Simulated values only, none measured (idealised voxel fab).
Process module under the name voxel air gaps
Cross-section cut spans 240 nm and uses square cells 5 nm in size.
Just so we're on the same page, the cross-sections are grids of square cells, and they're listed out in bands top to bottom, each band one or more rows deep.
Read a band's entry like this: the first values are the height of its top and the height of its bottom in nm, and what follows is the sequence of materials from left to right, each with its width in nm. Note that "empty" is empty space, and that a single material marked "full width" reaches across the band from edge to edge.
Counting heights begins at 0, where everything beneath is, in the wafer as received, one material. The lowest band has no bottom; it goes on downwards, as "0 nm and below" shows.
Width spec "30 to 40" -> top row of cells at first value, bottom row at second value, equal per-row change in between.
Any step labelled "no change" changed none of the cells in the cross-section.
Closed empty spaces (no open way to the top) of 8 cells or more are what "Catalogued sealed voids" lists, each as width x height at distance from the left edge, nm for all three.
Past the settings on a step's line: simulator remark, on that step.
The optional step-line setting "overlay nm" applies to steps with a mask and quantifies how far to the right of its planned location the mask lay, a negative value indicating leftward placement.

List of planned process steps
1) RECEIVE [material Si]
2) CONFORMAL_DEP [material SiO2] [thk nm 15]
3) CONFORMAL_DEP [material SiN] [thk nm 5]
4) DIRECTIONAL_DEP [material SiO2] [thk nm 35]
5) DIRECTIONAL_DEP [material aC] [thk nm 15]
6) PATTERN [tone open] [mask id LINES] [material resist] [width nm 20] [pitch nm 45] [thk nm 35] [overlay nm 0]
7) DIRECTIONAL_ETCH [etch materials aC] [depth nm 15]
8) STRIP [etch materials resist]
9) DIRECTIONAL_ETCH [etch materials SiO2] [depth nm 35]
10) STRIP [etch materials aC]
11) CONFORMAL_DEP [material TiN] [thk nm 5]
12) FILL_DEP [material Cu] [thk nm 5]
13) CMP [height nm 55]
14) EPI [material Ru] [thk nm 10]
15) SELECTIVE_ETCH [etch materials SiO2] [depth nm 45]
16) CONFORMAL_DEP [material SiCN] [thk nm 5]

First of two wafers: run as planned

Cross-section, incoming material, after step 1
> 0 nm and below: Si full width
> Catalogued sealed voids: none

You're looking at a cross-section of the wafer after step 2
> 15 nm to 0 nm: SiO2 full width
> Under the height 0 nothing was changed.

You're looking at a cross-section of the wafer after step 3
> 20 nm to 15 nm: SiN full width
> Under the height 15 nothing was changed.

You're looking at a cross-section of the wafer after step 4
> 55 nm to 20 nm: SiO2 full width
> Under the height 20 nothing was changed.

You're looking at a cross-section of the wafer after step 5
> 70 nm to 55 nm: aC full width
> Under the height 55 nothing was changed.

You're looking at a cross-section of the wafer after step 6
> 105 nm to 70 nm: resist=40, then empty=20, then resist=25, then empty=20, then resist=25, then empty=20, then resist=25, then empty=20, then resist=45
> Under the height 70 nothing was changed.

You're looking at a cross-section of the wafer after step 7
> 90 nm to 70 nm: resist=40, then empty=20, then resist=25, then empty=20, then resist=25, then empty=20, then resist=25, then empty=20, then resist=45
> 70 nm to 55 nm: aC=40, then empty=20, then aC=25, then empty=20, then aC=25, then empty=20, then aC=25, then empty=20, then aC=45
> Under the height 55 nothing was changed.

You're looking at a cross-section of the wafer after step 8
> 70 nm to 55 nm: aC=40, then empty=20, then aC=25, then empty=20, then aC=25, then empty=20, then aC=25, then empty=20, then aC=45
> Under the height 55 nothing was changed.

You're looking at a cross-section of the wafer after step 9
> 70 nm to 55 nm: aC=40, then empty=20, then aC=25, then empty=20, then aC=25, then empty=20, then aC=25, then empty=20, then aC=45
> 55 nm to 20 nm: SiO2=40, then empty=20, then SiO2=25, then empty=20, then SiO2=25, then empty=20, then SiO2=25, then empty=20, then SiO2=45
> Under the height 20 nothing was changed.

You're looking at a cross-section of the wafer after step 10
> 55 nm to 20 nm: SiO2=40, then empty=20, then SiO2=25, then empty=20, then SiO2=25, then empty=20, then SiO2=25, then empty=20, then SiO2=45
> Under the height 20 nothing was changed.

You're looking at a cross-section of the wafer after step 11
> 60 nm to 55 nm: TiN=45, then empty=10, then TiN=35, then empty=10, then TiN=35, then empty=10, then TiN=35, then empty=10, then TiN=50
> 55 nm to 25 nm: SiO2=40, then TiN=5, then empty=10, then TiN=5, then SiO2=25, then TiN=5, then empty=10, then TiN=5, then SiO2=25, then TiN=5, then empty=10, then TiN=5, then SiO2=25, then TiN=5, then empty=10, then TiN=5, then SiO2=45
> 25 nm to 20 nm: SiO2=40, then TiN=20, then SiO2=25, then TiN=20, then SiO2=25, then TiN=20, then SiO2=25, then TiN=20, then SiO2=45
> Under the height 20 nothing was changed.

You're looking at a cross-section of the wafer after step 12
> 65 nm to 60 nm: Cu full width
> 60 nm to 55 nm: TiN=45, then Cu=10, then TiN=35, then Cu=10, then TiN=35, then Cu=10, then TiN=35, then Cu=10, then TiN=50
> 55 nm to 25 nm: SiO2=40, then TiN=5, then Cu=10, then TiN=5, then SiO2=25, then TiN=5, then Cu=10, then TiN=5, then SiO2=25, then TiN=5, then Cu=10, then TiN=5, then SiO2=25, then TiN=5, then Cu=10, then TiN=5, then SiO2=45
> Under the height 25 nothing was changed.

You're looking at a cross-section of the wafer after step 13
> 55 nm to 25 nm: SiO2=40, then TiN=5, then Cu=10, then TiN=5, then SiO2=25, then TiN=5, then Cu=10, then TiN=5, then SiO2=25, then TiN=5, then Cu=10, then TiN=5, then SiO2=25, then TiN=5, then Cu=10, then TiN=5, then SiO2=45
> Under the height 25 nothing was changed.

You're looking at a cross-section of the wafer after step 14
> 65 nm to 55 nm: empty=30, then Ru=40, then empty=5, then Ru=40, then empty=5, then Ru=40, then empty=5, then Ru=40, then empty=35
> Under the height 55 nothing was changed.

You're looking at a cross-section of the wafer after step 15
> 65 nm to 55 nm: empty=30, then Ru=40, then empty=5, then Ru=40, then empty=5, then Ru=40, then empty=5, then Ru=40, then empty=35
> 55 nm to 25 nm: empty=40, then TiN=5, then Cu=10, then TiN=5, then empty=25, then TiN=5, then Cu=10, then TiN=5, then empty=25, then TiN=5, then Cu=10, then TiN=5, then empty=25, then TiN=5, then Cu=10, then TiN=5, then empty=45
> 25 nm to 20 nm: empty=40, then TiN=20, then empty=25, then TiN=20, then empty=25, then TiN=20, then empty=25, then TiN=20, then empty=45
> Under the height 20 nothing was changed.

You're looking at a cross-section of the wafer after step 16
> 70 nm to 65 nm: empty=25, then SiCN=185, then empty=30
> 65 nm to 55 nm: empty=25, then SiCN=5, then Ru=40, then SiCN=5, then Ru=40, then SiCN=5, then Ru=40, then SiCN=5, then Ru=40, then SiCN=5, then empty=30
> 55 nm to 50 nm: empty=25, then SiCN=15, then TiN=5, then Cu=10, then TiN=5, then SiCN=25, then TiN=5, then Cu=10, then TiN=5, then SiCN=25, then TiN=5, then Cu=10, then TiN=5, then SiCN=25, then TiN=5, then Cu=10, then TiN=5, then SiCN=15, then empty=30
> 50 nm to 25 nm: empty=35, then SiCN=5, then TiN=5, then Cu=10, then TiN=5, then SiCN=5, then empty=15, then SiCN=5, then TiN=5, then Cu=10, then TiN=5, then SiCN=5, then empty=15, then SiCN=5, then TiN=5, then Cu=10, then TiN=5, then SiCN=5, then empty=15, then SiCN=5, then TiN=5, then Cu=10, then TiN=5, then SiCN=5, then empty=40
> 25 nm to 20 nm: SiCN=40, then TiN=20, then SiCN=25, then TiN=20, then SiCN=25, then TiN=20, then SiCN=25, then TiN=20, then SiCN=45
> Under the height 20 nothing was changed.
> Catalogued sealed voids: 15 x 25 at 65; 15 x 25 at 110; 15 x 25 at 155

Second of two: same start, same plan, one run error; steps up to and including 1 match the first

Second wafer: cross-section at the scheduled end of step 2
> 30 nm to 0 nm: SiO2 full width
> Under the height 0 nothing was changed.

Second wafer: cross-section at the scheduled end of step 3
> 35 nm to 30 nm: SiN full width
> Under the height 30 nothing was changed.

Second wafer: cross-section at the scheduled end of step 4
> 70 nm to 35 nm: SiO2 full width
> Under the height 35 nothing was changed.

Second wafer: cross-section at the scheduled end of step 5
> 85 nm to 70 nm: aC full width
> Under the height 70 nothing was changed.

Second wafer: cross-section at the scheduled end of step 6
> 120 nm to 85 nm: resist=40, then empty=20, then resist=25, then empty=20, then resist=25, then empty=20, then resist=25, then empty=20, then resist=45
> Under the height 85 nothing was changed.

Second wafer: cross-section at the scheduled end of step 7
> 105 nm to 85 nm: resist=40, then empty=20, then resist=25, then empty=20, then resist=25, then empty=20, then resist=25, then empty=20, then resist=45
> 85 nm to 70 nm: aC=40, then empty=20, then aC=25, then empty=20, then aC=25, then empty=20, then aC=25, then empty=20, then aC=45
> Under the height 70 nothing was changed.

Second wafer: cross-section at the scheduled end of step 8
> 85 nm to 70 nm: aC=40, then empty=20, then aC=25, then empty=20, then aC=25, then empty=20, then aC=25, then empty=20, then aC=45
> Under the height 70 nothing was changed.

Second wafer: cross-section at the scheduled end of step 9
> 85 nm to 70 nm: aC=40, then empty=20, then aC=25, then empty=20, then aC=25, then empty=20, then aC=25, then empty=20, then aC=45
> 70 nm to 35 nm: SiO2=40, then empty=20, then SiO2=25, then empty=20, then SiO2=25, then empty=20, then SiO2=25, then empty=20, then SiO2=45
> Under the height 35 nothing was changed.

Second wafer: cross-section at the scheduled end of step 10
> 70 nm to 35 nm: SiO2=40, then empty=20, then SiO2=25, then empty=20, then SiO2=25, then empty=20, then SiO2=25, then empty=20, then SiO2=45
> Under the height 35 nothing was changed.

Second wafer: cross-section at the scheduled end of step 11
> 75 nm to 70 nm: TiN=45, then empty=10, then TiN=35, then empty=10, then TiN=35, then empty=10, then TiN=35, then empty=10, then TiN=50
> 70 nm to 40 nm: SiO2=40, then TiN=5, then empty=10, then TiN=5, then SiO2=25, then TiN=5, then empty=10, then TiN=5, then SiO2=25, then TiN=5, then empty=10, then TiN=5, then SiO2=25, then TiN=5, then empty=10, then TiN=5, then SiO2=45
> 40 nm to 35 nm: SiO2=40, then TiN=20, then SiO2=25, then TiN=20, then SiO2=25, then TiN=20, then SiO2=25, then TiN=20, then SiO2=45
> Under the height 35 nothing was changed.

Second wafer: cross-section at the scheduled end of step 12
> 80 nm to 75 nm: Cu full width
> 75 nm to 70 nm: TiN=45, then Cu=10, then TiN=35, then Cu=10, then TiN=35, then Cu=10, then TiN=35, then Cu=10, then TiN=50
> 70 nm to 40 nm: SiO2=40, then TiN=5, then Cu=10, then TiN=5, then SiO2=25, then TiN=5, then Cu=10, then TiN=5, then SiO2=25, then TiN=5, then Cu=10, then TiN=5, then SiO2=25, then TiN=5, then Cu=10, then TiN=5, then SiO2=45
> Under the height 40 nothing was changed.

Second wafer: cross-section at the scheduled end of step 13
> 55 nm to 40 nm: SiO2=40, then TiN=5, then Cu=10, then TiN=5, then SiO2=25, then TiN=5, then Cu=10, then TiN=5, then SiO2=25, then TiN=5, then Cu=10, then TiN=5, then SiO2=25, then TiN=5, then Cu=10, then TiN=5, then SiO2=45
> Under the height 40 nothing was changed.

Second wafer: cross-section at the scheduled end of step 14
> 65 nm to 55 nm: empty=30, then Ru=40, then empty=5, then Ru=40, then empty=5, then Ru=40, then empty=5, then Ru=40, then empty=35
> Under the height 55 nothing was changed.

Second wafer: cross-section at the scheduled end of step 15
> 65 nm to 55 nm: empty=30, then Ru=40, then empty=5, then Ru=40, then empty=5, then Ru=40, then empty=5, then Ru=40, then empty=35
> 55 nm to 40 nm: empty=40, then TiN=5, then Cu=10, then TiN=5, then empty=25, then TiN=5, then Cu=10, then TiN=5, then empty=25, then TiN=5, then Cu=10, then TiN=5, then empty=25, then TiN=5, then Cu=10, then TiN=5, then empty=45
> 40 nm to 35 nm: empty=40, then TiN=20, then empty=25, then TiN=20, then empty=25, then TiN=20, then empty=25, then TiN=20, then empty=45
> Under the height 35 nothing was changed.

Second wafer: cross-section at the scheduled end of step 16
> 70 nm to 65 nm: empty=25, then SiCN=185, then empty=30
> 65 nm to 55 nm: empty=25, then SiCN=5, then Ru=40, then SiCN=5, then Ru=40, then SiCN=5, then Ru=40, then SiCN=5, then Ru=40, then SiCN=5, then empty=30
> 55 nm to 50 nm: empty=25, then SiCN=15, then TiN=5, then Cu=10, then TiN=5, then SiCN=25, then TiN=5, then Cu=10, then TiN=5, then SiCN=25, then TiN=5, then Cu=10, then TiN=5, then SiCN=25, then TiN=5, then Cu=10, then TiN=5, then SiCN=15, then empty=30
> 50 nm to 40 nm: empty=35, then SiCN=5, then TiN=5, then Cu=10, then TiN=5, then SiCN=5, then empty=15, then SiCN=5, then TiN=5, then Cu=10, then TiN=5, then SiCN=5, then empty=15, then SiCN=5, then TiN=5, then Cu=10, then TiN=5, then SiCN=5, then empty=15, then SiCN=5, then TiN=5, then Cu=10, then TiN=5, then SiCN=5, then empty=40
> 40 nm to 35 nm: SiCN=40, then TiN=20, then SiCN=25, then TiN=20, then SiCN=25, then TiN=20, then SiCN=25, then TiN=20, then SiCN=45
> Under the height 35 nothing was changed.
Plan not followed: twice, step 2 of the plan was run
Looking at both finished wafers in cells, the second ends up ahead of or behind the first on some materials: 24 fewer of Cu, 24 fewer of SiCN, 144 more of SiO2, 24 fewer of TiN
At process end, closed voids number 3 in the first wafer and 0 in the second wafer.
